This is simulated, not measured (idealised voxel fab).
A process module follows: voxel quadruple lines.
Xsec cut, 230 nm wide, square cell size 5 nm.
Bands, listed from the top down, are how a cross-section gets written in this document; the cross-section itself is a grid of square cells, and a band is one or more rows of them.
Heads up on the band format: heights come first, top then bottom, in nm. After that it's the materials left to right, each with its width in nm. A single material flagged "edge to edge" fills the whole band edge to edge, and "air" means there's empty space there.
Heights are reckoned from 0. Under this level, the received wafer is all of one material. The bottommost band is open-ended downward, for example "from 0 down".
Top row gets the first number, bottom row gets the second, and each row in between changes by the same step: that is how a band width like "30..40" works.
Step note "no alteration" = no cross-section cell changed.
You'll see "Internal closed voids" listing empty spaces that have no way open to the top, as long as they're 8 cells or more; the notation is width x height at distance, where the distance is from the left edge, and all of it is in nm.
Note: text after step settings on the step line = simulator remark on that step.
The optional step-line setting "overlay nm" applies to steps with a mask and quantifies how far to the right of its planned location the mask lay, a negative value indicating leftward placement.

So here's the lineup of process steps we planned:
1. op RECEIVE | material Si
2. op CONFORMAL_DEP | material Al2O3 | thk nm 5
3. op DIRECTIONAL_DEP | material W | thk nm 10
4. op DIRECTIONAL_DEP | material polySi | thk nm 15
5. op DIRECTIONAL_DEP | material aC | thk nm 25
6. op PATTERN | tone cover | mask id MANDREL | material resist | width nm 15 | pitch nm 80 | thk nm 35 | overlay nm 0
7. op DIRECTIONAL_ETCH | etch materials aC | depth nm 25
8. op STRIP | etch materials resist
9. op CONFORMAL_DEP | material SiO2 | thk nm 15
10. op DIRECTIONAL_ETCH | etch materials SiO2 | depth nm 15
11. op STRIP | etch materials aC
12. op DIRECTIONAL_ETCH | etch materials polySi | depth nm 15
13. op STRIP | etch materials SiO2
14. op CONFORMAL_DEP | material SiN | thk nm 5
15. op DIRECTIONAL_ETCH | etch materials SiN | depth nm 5
16. op STRIP | etch materials polySi
17. op DIRECTIONAL_ETCH | etch materials W | depth nm 10
18. op STRIP | etch materials SiN
19. op FILL_DEP | material lowk | thk nm 5
20. op CMP | height nm 15
varied across the wafers: width nm of step 6. The plan shows the first wafer's value. All wafers start alike

This is how the first of several wafers looked in cross-section when it arrived, which is after step 1:
from 0 down  Si edge to edge
Internal closed voids: none

Cross-section after step 20, the final step of the module, for the first of several wafers:
from 15 to 5  45 nm lowk, then 5 nm W, then 15 nm lowk, then 5 nm W, then 5 nm lowk, then 5 nm W, then 15 nm lowk, then 5 nm W, then 25 nm lowk, then 5 nm W, then 15 nm lowk, then 5 nm W, then 5 nm lowk, then 5 nm W, then 15 nm lowk, then 5 nm W, then 50 nm lowk
from 5 to 0  Al2O3 edge to edge
from 0 down  Si edge to edge
Internal closed voids: none

The last wafer as seen in cross-section at the end of the module:
from 15 to 5  35 nm lowk, then 5 nm W, then 15 nm lowk, then 5 nm W, then 30 nm lowk, then 5 nm W, then 15 nm lowk, then 10 nm W, then 15 nm lowk, then 5 nm W, then 30 nm lowk, then 5 nm W, then 15 nm lowk, then 5 nm W, then 35 nm lowk
from 5 to 0  Al2O3 edge to edge
from 0 down  Si edge to edge
Internal closed voids: none

Row per wafer, end-of-module: cell gain (+)/loss (-) by material since the wafer came in, then closed voids:
width nm 15, +46 Al2O3, +16 W, +76 lowk, Internal closed voids: none
width nm 20, +46 Al2O3, +16 W, +76 lowk, Internal closed voids: none
width nm 25, +46 Al2O3, +16 W, +76 lowk, Internal closed voids: none
width nm 30, +46 Al2O3, +16 W, +76 lowk, Internal closed voids: none
width nm 35, +46 Al2O3, +16 W, +76 lowk, Internal closed voids: none
width nm 40, +46 Al2O3, +16 W, +76 lowk, Internal closed voids: none
